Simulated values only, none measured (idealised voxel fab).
The following process module bears the name voxel wiring stack.
The cross-section shown here is cut; it is 300 nm wide and divided into square cells measuring 5 nm on a side.
A cross-section is a grid of square cells, given in bands from the top down. A band is one or more rows of cells.
The band entry comprises the height of the band's top followed by the height of its bottom, expressed in nm, and subsequently the band's materials from left to right, each stated together with its width in nm. Where a single material is marked with the word "everywhere", that material fills the band from edge to edge. The word "empty" represents empty space.
Convention: height 0 is the level below which the wafer, as received, is all one material. The lowest band does not terminate at the bottom but continues downward, represented as "0..down".
The width entry "30..40" should be interpreted row by row: the top row of cells in the band takes the first number, the bottom row takes the second number, and the change between adjacent rows is uniform throughout.
A step reported as "remains unaltered" is a step in which no cell of the cross-section changed.
Heads up: "Sealed-off cavities" only lists the empty pockets with no open path to the top that are 8 cells or more, and it writes them as width x height at distance, distance from the left edge, in nm.
The remark found on a step's line after its settings is issued by the simulator itself and pertains to that step.
overlay nm: mask offset rightward from planned place, masked step; negative means leftward offset.
Here's what the planned process steps look like
1: RECEIVE, material Si
2: CONFORMAL_DEP, material SiO2, thk nm 15
3: DIRECTIONAL_DEP, material TiN, thk nm 5
4: DIRECTIONAL_DEP, material Ru, thk nm 25
5: PATTERN, tone cover, mask id METAL_1, material resist, width nm 30, pitch nm 45, thk nm 20, overlay nm 0
6: DIRECTIONAL_ETCH, etch materials Ru, depth nm 25
7: DIRECTIONAL_ETCH, etch materials TiN, depth nm 5
8: STRIP, etch materials resist
9: CONFORMAL_DEP, material SiN, thk nm 5
10: FILL_DEP, material lowk, thk nm 10
11: CMP, height nm 45
12: CONFORMAL_DEP, material SiCN, thk nm 5
13: DIRECTIONAL_DEP, material lowk, thk nm 30
14: MASKED_ETCH, tone open, mask id METAL_2_HOLES, width nm 15, pitch nm 45, etch materials lowk, depth nm 30, overlay nm 0
15: MASKED_ETCH, tone open, mask id METAL_2, width nm 30, pitch nm 45, etch materials lowk, depth nm 15, overlay nm 0
16: MASKED_ETCH, tone open, mask id METAL_2, width nm 30, pitch nm 45, etch materials SiCN, depth nm 5, overlay nm 0
17: CONFORMAL_DEP, material TiN, thk nm 5
18: FILL_DEP, material Cu, thk nm 10
19: CMP, height nm 80
20: CONFORMAL_DEP, material SiCN, thk nm 5
21: DIRECTIONAL_DEP, material SiO2, thk nm 30
22: PATTERN, tone open, mask id METAL_3, material resist, width nm 30, pitch nm 45, thk nm 20, overlay nm 0
23: DIRECTIONAL_ETCH, etch materials SiO2, depth nm 15
24: STRIP, etch materials resist
25: MASKED_ETCH, tone open, mask id METAL_3_HOLES, width nm 15, pitch nm 45, etch materials SiO2, depth nm 15, overlay nm 0
26: MASKED_ETCH, tone open, mask id METAL_3_HOLES, width nm 15, pitch nm 45, etch materials SiCN, depth nm 5, overlay nm 0
27: CONFORMAL_DEP, material TiN, thk nm 5
28: FILL_DEP, material Cu, thk nm 10
29: CMP, height nm 115
30: CONFORMAL_DEP, material SiN, thk nm 5
Incoming wafer, cross-sectional view, post step 1
  0..down = Si everywhere
  Sealed-off cavities: none
End state of the module in cross-section, given the above starting point and plan and one mistake in execution
  120..115 = SiN everywhere
  115..105 = SiO2 60 | TiN 5 | Cu 25 | TiN 5 | SiO2 10 | TiN 5 | Cu 25 | TiN 5 | SiO2 10 | TiN 5 | Cu 25 | TiN 5 | SiO2 10 | TiN 5 | Cu 25 | TiN 5 | SiO2 70
  105..100 = SiO2 60 | TiN 10 | Cu 10 | TiN 15 | SiO2 10 | TiN 10 | Cu 10 | TiN 15 | SiO2 10 | TiN 10 | Cu 10 | TiN 15 | SiO2 10 | TiN 10 | Cu 10 | TiN 15 | SiO2 70
  100..90 = SiO2 65 | TiN 5 | Cu 10 | TiN 5 | SiO2 25 | TiN 5 | Cu 10 | TiN 5 | SiO2 25 | TiN 5 | Cu 10 | TiN 5 | SiO2 25 | TiN 5 | Cu 10 | TiN 5 | SiO2 80
  90..85 = SiO2 65 | TiN 5 | Cu 5 | TiN 10 | SiO2 25 | TiN 5 | Cu 5 | TiN 10 | SiO2 25 | TiN 5 | Cu 5 | TiN 10 | SiO2 25 | TiN 5 | Cu 5 | TiN 10 | SiO2 80
  85..80 = SiCN 65 | TiN 15 | SiCN 30 | TiN 15 | SiCN 30 | TiN 15 | SiCN 30 | TiN 15 | SiCN 85
  80..70 = lowk 65 | TiN 5 | Cu 20 | TiN 5 | lowk 15 | TiN 5 | Cu 20 | TiN 5 | lowk 15 | TiN 5 | Cu 20 | TiN 5 | lowk 15 | TiN 5 | Cu 20 | TiN 5 | lowk 70
  70..65 = lowk 65 | TiN 5 | Cu 5 | TiN 20 | lowk 15 | TiN 5 | Cu 5 | TiN 20 | lowk 15 | TiN 5 | Cu 5 | TiN 20 | lowk 15 | TiN 5 | Cu 5 | TiN 20 | lowk 70
  65..50 = lowk 65 | TiN 5 | Cu 5 | TiN 5 | lowk 30 | TiN 5 | Cu 5 | TiN 5 | lowk 30 | TiN 5 | Cu 5 | TiN 5 | lowk 30 | TiN 5 | Cu 5 | TiN 5 | lowk 85
  50..45 = SiCN 65 | TiN 15 | SiCN 30 | TiN 15 | SiCN 30 | TiN 15 | SiCN 30 | TiN 15 | SiCN 85
  45..20 = lowk 60 | SiN 5 | Ru 30 | SiN 5 | lowk 5 | SiN 5 | Ru 30 | SiN 5 | lowk 5 | SiN 5 | Ru 30 | SiN 5 | lowk 5 | SiN 5 | Ru 30 | SiN 5 | lowk 65
  20..15 = SiN 65 | TiN 30 | SiN 15 | TiN 30 | SiN 15 | TiN 30 | SiN 15 | TiN 30 | SiN 70
  15..0 = SiO2 everywhere
  0..down = Si everywhere
  Sealed-off cavities: none
Error vs. plan: step 25 was run on a setting that differed from the plan, and what really ran there is MASKED_ETCH, tone open, mask id METAL_3_HOLES, width nm 25, pitch nm 45, etch materials SiO2, depth nm 15, overlay nm 0
